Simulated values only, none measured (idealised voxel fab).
process module | voxel released beams
cross-section cut | 280 nm wide | cells 5 nm
A cross-section is a grid of square cells, given in bands from the top down. A band is one or more rows of cells.
Each band's line starts with the height of the band's top and of its bottom, in nm. Then come its materials from left to right, each with its width in nm. One material with "throughout" fills the band from edge to edge. "air" is empty space.
Height 0 is the level under which the wafer as received is all one material. The lowest band goes on downwards, as in "0 down".
A width such as "30 to 40" changes by the same amount from each row of cells to the next, from the band's top row to its bottom row.
"no change" after a step means that no cell of the cross-section changed.
closed voids: empty space of 8 cells or more with no open way to the top, each as width x height at its distance from the left edge, in nm
after a step's settings: what the simulator itself notes on the step
overlay nm, on a step with a mask: how far to the right of its planned place the mask lay; to the left if negative
plan
1 op RECEIVE | material Si
2 op CONFORMAL_DEP | material SiN | thk nm 10
3 op DIRECTIONAL_DEP | material SiO2 | thk nm 15
4 op MASKED_ETCH | tone open | mask id ANCHOR | width nm 40 | etch materials SiO2 | depth nm 15 | overlay nm 0
5 op CONFORMAL_DEP | material W | thk nm 15
6 op DIRECTIONAL_DEP | material aC | thk nm 10
7 op PATTERN | tone cover | mask id BEAM | material resist | width nm 120 | thk nm 25 | overlay nm 0
8 op DIRECTIONAL_ETCH | etch materials aC | depth nm 10
9 op STRIP | etch materials resist
10 op DIRECTIONAL_ETCH | etch materials W | depth nm 15
11 op STRIP | etch materials aC
12 op STRIP | etch materials SiO2
first wafer, as planned
as received, after step 1
  0 down: Si throughout
  closed voids: none
after step 2
  10 to 0: SiN throughout
  below 0: unchanged
after step 3
  25 to 10: SiO2 throughout
  below 10: unchanged
after step 4
  25 to 10: SiO2 80 | air 40 | SiO2 160
  below 10: unchanged
after step 5
  40 to 25: W 95 | air 10 | W 175
  25 to 10: SiO2 80 | W 40 | SiO2 160
  below 10: unchanged
after step 6
  50 to 40: aC 95 | air 10 | aC 175
  40 to 35: W 95 | air 10 | W 175
  35 to 25: W 95 | aC 10 | W 175
  below 25: unchanged
after step 7
  75 to 50: air 75 | resist 120 | air 85
  50 to 40: aC 95 | resist 10 | aC 175
  40 to 35: W 95 | resist 10 | W 175
  below 35: unchanged
after step 8
  65 to 50: air 75 | resist 120 | air 85
  50 to 40: air 75 | aC 20 | resist 10 | aC 90 | air 85
  below 40: unchanged
after step 9
  50 to 40: air 75 | aC 20 | air 10 | aC 90 | air 85
  40 to 35: W 95 | air 10 | W 175
  below 35: unchanged
after step 10
  50 to 40: air 75 | aC 20 | air 10 | aC 90 | air 85
  40 to 35: air 75 | W 20 | air 10 | W 90 | air 85
  35 to 25: air 75 | W 20 | aC 10 | W 90 | air 85
  below 25: unchanged
after step 11
  40 to 25: air 75 | W 20 | air 10 | W 90 | air 85
  below 25: unchanged
after step 12
  40 to 25: air 75 | W 20 | air 10 | W 90 | air 85
  25 to 10: air 80 | W 40 | air 160
  below 10: unchanged
second wafer: like start, like plan, one mistake. Through step 4 it matches the first wafer
when step 5 should have ended
  55 to 25: W throughout
  25 to 10: SiO2 80 | W 40 | SiO2 160
  below 10: unchanged
when step 6 should have ended
  65 to 55: aC throughout
  below 55: unchanged
when step 7 should have ended
  90 to 65: air 75 | resist 120 | air 85
  below 65: unchanged
when step 8 should have ended
  80 to 65: air 75 | resist 120 | air 85
  65 to 55: air 75 | aC 120 | air 85
  below 55: unchanged
when step 9 should have ended
  65 to 55: air 75 | aC 120 | air 85
  below 55: unchanged
when step 10 should have ended
  65 to 55: air 75 | aC 120 | air 85
  55 to 40: air 75 | W 120 | air 85
  below 40: unchanged
when step 11 should have ended
  55 to 40: air 75 | W 120 | air 85
  below 40: unchanged
when step 12 should have ended: no change
what went wrong: step 5 was run twice
at the end the second wafer has, in cells: 144 more of SiO2 | 174 more of W
